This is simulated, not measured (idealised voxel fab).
Process module in this document: voxel spacer lines
The cross-section on display is named cut; it measures 175 nm wide, and its cells are 5 nm squares.
Square cells in a grid make up a cross-section in this document, and the grid is given as bands, listed from the top down, each one or more rows of cells.
Band entry format. Leading values: height of top, height of bottom, nm. Remainder: materials in left-to-right order, each with its width in nm. Special words: "everywhere" on a single material, which then fills the band edge to edge; "blank", empty space.
Heads up on the height convention: 0 is the point under which the incoming wafer is all one material, and the lowest band has no bottom, it just keeps going down, like "0 -> down".
Note: "30->40" means the width goes from the first number (top row of the band) to the second number (bottom row) in equal steps per row of cells.
A step reported as "nothing was modified" is a step in which no cell of the cross-section changed.
Basically, "Closed internal cavities" tells you about the enclosed voids: empty spaces with no open way to the top, 8 cells or bigger, each written width x height at distance, where distance is from the left edge, all in nm.
If you see something after the settings on a step's line, that's the simulator's own remark about that step.
When a step includes a mask, the "overlay nm" setting on its line states how far to the right of its planned place that mask lay, and negative values state how far to the left.

Below is the list of planned process steps
1 op RECEIVE | material Si
2 op CONFORMAL_DEP | material Al2O3 | thk nm 5
3 op DIRECTIONAL_DEP | material W | thk nm 15
4 op DIRECTIONAL_DEP | material aC | thk nm 30
5 op PATTERN | tone cover | mask id MANDREL | material resist | width nm 20 | pitch nm 70 | thk nm 35 | overlay nm 0
6 op DIRECTIONAL_ETCH | etch materials aC | depth nm 30
7 op STRIP | etch materials resist
8 op CONFORMAL_DEP | material SiN | thk nm 15
9 op DIRECTIONAL_ETCH | etch materials SiN | depth nm 15
10 op STRIP | etch materials aC
11 op DIRECTIONAL_ETCH | etch materials W | depth nm 15
12 op STRIP | etch materials SiN
13 op FILL_DEP | material SiO2 | thk nm 5
14 op CMP | height nm 20

First wafer, as planned

Cross-section, incoming material, after step 1
  0 -> down  Si everywhere
  Closed internal cavities: none

The wafer, seen in cross-section, after step 2
  5 -> 0  Al2O3 everywhere
  Unchanged below 0.

The wafer, seen in cross-section, after step 3
  20 -> 5  W everywhere
  Unchanged below 5.

The wafer, seen in cross-section, after step 4
  50 -> 20  aC everywhere
  Unchanged below 20.

The wafer, seen in cross-section, after step 5
  85 -> 50  blank (40), resist (20), blank (50), resist (20), blank (45)
  Unchanged below 50.

The wafer, seen in cross-section, after step 6
  55 -> 50  blank (40), resist (20), blank (50), resist (20), blank (45)
  50 -> 20  blank (40), aC (20), blank (50), aC (20), blank (45)
  Unchanged below 20.

The wafer, seen in cross-section, after step 7
  50 -> 20  blank (40), aC (20), blank (50), aC (20), blank (45)
  Unchanged below 20.

The wafer, seen in cross-section, after step 8
  65 -> 50  blank (25), SiN (50), blank (20), SiN (50), blank (30)
  50 -> 35  blank (25), SiN (15), aC (20), SiN (15), blank (20), SiN (15), aC (20), SiN (15), blank (30)
  35 -> 20  SiN (40), aC (20), SiN (50), aC (20), SiN (45)
  Unchanged below 20.

The wafer, seen in cross-section, after step 9
  50 -> 20  blank (25), SiN (15), aC (20), SiN (15), blank (20), SiN (15), aC (20), SiN (15), blank (30)
  Unchanged below 20.

The wafer, seen in cross-section, after step 10
  50 -> 20  blank (25), SiN (15), blank (20), SiN (15), blank (20), SiN (15), blank (20), SiN (15), blank (30)
  Unchanged below 20.

The wafer, seen in cross-section, after step 11
  50 -> 20  blank (25), SiN (15), blank (20), SiN (15), blank (20), SiN (15), blank (20), SiN (15), blank (30)
  20 -> 5  blank (25), W (15), blank (20), W (15), blank (20), W (15), blank (20), W (15), blank (30)
  Unchanged below 5.

The wafer, seen in cross-section, after step 12
  20 -> 5  blank (25), W (15), blank (20), W (15), blank (20), W (15), blank (20), W (15), blank (30)
  Unchanged below 5.

The wafer, seen in cross-section, after step 13
  25 -> 20  SiO2 everywhere
  20 -> 5  SiO2 (25), W (15), SiO2 (20), W (15), SiO2 (20), W (15), SiO2 (20), W (15), SiO2 (30)
  Unchanged below 5.

The wafer, seen in cross-section, after step 14
  20 -> 5  SiO2 (25), W (15), SiO2 (20), W (15), SiO2 (20), W (15), SiO2 (20), W (15), SiO2 (30)
  Unchanged below 5.

The second wafer: identical to the first at the outset and in its planned sequence, differing only in that one mistake was made during processing; up to and including step 12, its path is the first wafer's path

Cross-sectional view of the second wafer at the intended end time of process step 13
  25 -> 20  aC everywhere
  20 -> 5  aC (25), W (15), aC (20), W (15), aC (20), W (15), aC (20), W (15), aC (30)
  Unchanged below 5.

Cross-sectional view of the second wafer at the intended end time of process step 14
  20 -> 5  aC (25), W (15), aC (20), W (15), aC (20), W (15), aC (20), W (15), aC (30)
  Unchanged below 5.
Short version of what went wrong: heads up, step 13 didn't go per plan, it actually ran as op FILL_DEP | material aC | thk nm 5
The closing comparison, in cells, has the second wafer with more or fewer of some materials than the first: -69 SiO2; +69 aC
